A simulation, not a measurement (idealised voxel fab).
process module | voxel gate over fins
cross-section cut | 250 nm wide | cells 5 nm
A cross-section is a grid of square cells, given in bands from the top down. A band is one or more rows of cells.
Each band's line starts with the height of the band's top and of its bottom, in nm. Then come its materials from left to right, each with its width in nm. One material with "throughout" fills the band from edge to edge. "air" is empty space.
Height 0 is the level under which the wafer as received is all one material. The lowest band goes on downwards, as in "0 down".
A width such as "30 to 40" changes by the same amount from each row of cells to the next, from the band's top row to its bottom row.
"no change" after a step means that no cell of the cross-section changed.
closed voids: empty space of 8 cells or more with no open way to the top, each as width x height at its distance from the left edge, in nm
after a step's settings: what the simulator itself notes on the step
overlay nm, on a step with a mask: how far to the right of its planned place the mask lay; to the left if negative
plan
1 op RECEIVE | material Si
2 op CONFORMAL_DEP | material SiN | thk nm 5
3 op MASKED_ETCH | tone cover | mask id FINS | width nm 15 | pitch nm 60 | etch materials SiN | depth nm 5 | overlay nm 0
4 op MASKED_ETCH | tone cover | mask id FINS | width nm 15 | pitch nm 60 | etch materials Si | depth nm 40 | overlay nm 0
5 op OXIDIZE | depth nm 5
6 op FILL_DEP | material SiO2 | thk nm 10
7 op CMP | height nm 5
8 op DIRECTIONAL_DEP | material aC | thk nm 10
9 op PATTERN | tone open | mask id RAIL | material resist | width nm 15 | thk nm 30 | overlay nm -15
10 op DIRECTIONAL_ETCH | etch materials aC | depth nm 10
11 op STRIP | etch materials resist
12 op DIRECTIONAL_ETCH | etch materials SiO2 | depth nm 40
13 op STRIP | etch materials aC
14 op CONFORMAL_DEP | material TiN | thk nm 5
15 op FILL_DEP | material W | thk nm 10
16 op CMP | height nm 5
17 op SELECTIVE_ETCH | etch materials W Ru TiN | depth nm 25
18 op FILL_DEP | material SiO2 | thk nm 5
19 op CMP | height nm 5
20 op SELECTIVE_ETCH | etch materials SiO2 | depth nm 15
21 op STRIP | etch materials SiN
22 op CONFORMAL_DEP | material HfO2 | thk nm 5
23 op CONFORMAL_DEP | material TiN | thk nm 5
24 op CONFORMAL_DEP | material TiAl | thk nm 5
25 op CONFORMAL_DEP | material TiN | thk nm 5
26 op FILL_DEP | material W | thk nm 10
27 op CMP | height nm 25
28 op CONFORMAL_DEP | material SiN | thk nm 10
varied across the wafers: overlay nm of step 9. The plan shows the first wafer's value. All wafers start alike
first wafer as received, after step 1
  0 down: Si throughout
  closed voids: none
each wafer at the end: cells of each material gained (+) or lost (-) since it was received, then its closed voids
overlay nm -15 | +62 HfO2 | -423 Si | +100 SiN | +320 SiO2 | +62 TiAl | +131 TiN | +98 W | closed voids: none
overlay nm -10 | +62 HfO2 | -423 Si | +100 SiN | +320 SiO2 | +62 TiAl | +131 TiN | +98 W | closed voids: none
overlay nm -5 | +62 HfO2 | -423 Si | +100 SiN | +320 SiO2 | +62 TiAl | +131 TiN | +98 W | closed voids: none
overlay nm 0 | +62 HfO2 | -423 Si | +100 SiN | +320 SiO2 | +62 TiAl | +131 TiN | +98 W | closed voids: none
overlay nm 5 | +62 HfO2 | -423 Si | +100 SiN | +320 SiO2 | +62 TiAl | +131 TiN | +98 W | closed voids: none
overlay nm 10 | +62 HfO2 | -423 Si | +100 SiN | +320 SiO2 | +62 TiAl | +131 TiN | +98 W | closed voids: none
overlay nm 15 | +62 HfO2 | -423 Si | +100 SiN | +320 SiO2 | +62 TiAl | +131 TiN | +98 W | closed voids: none
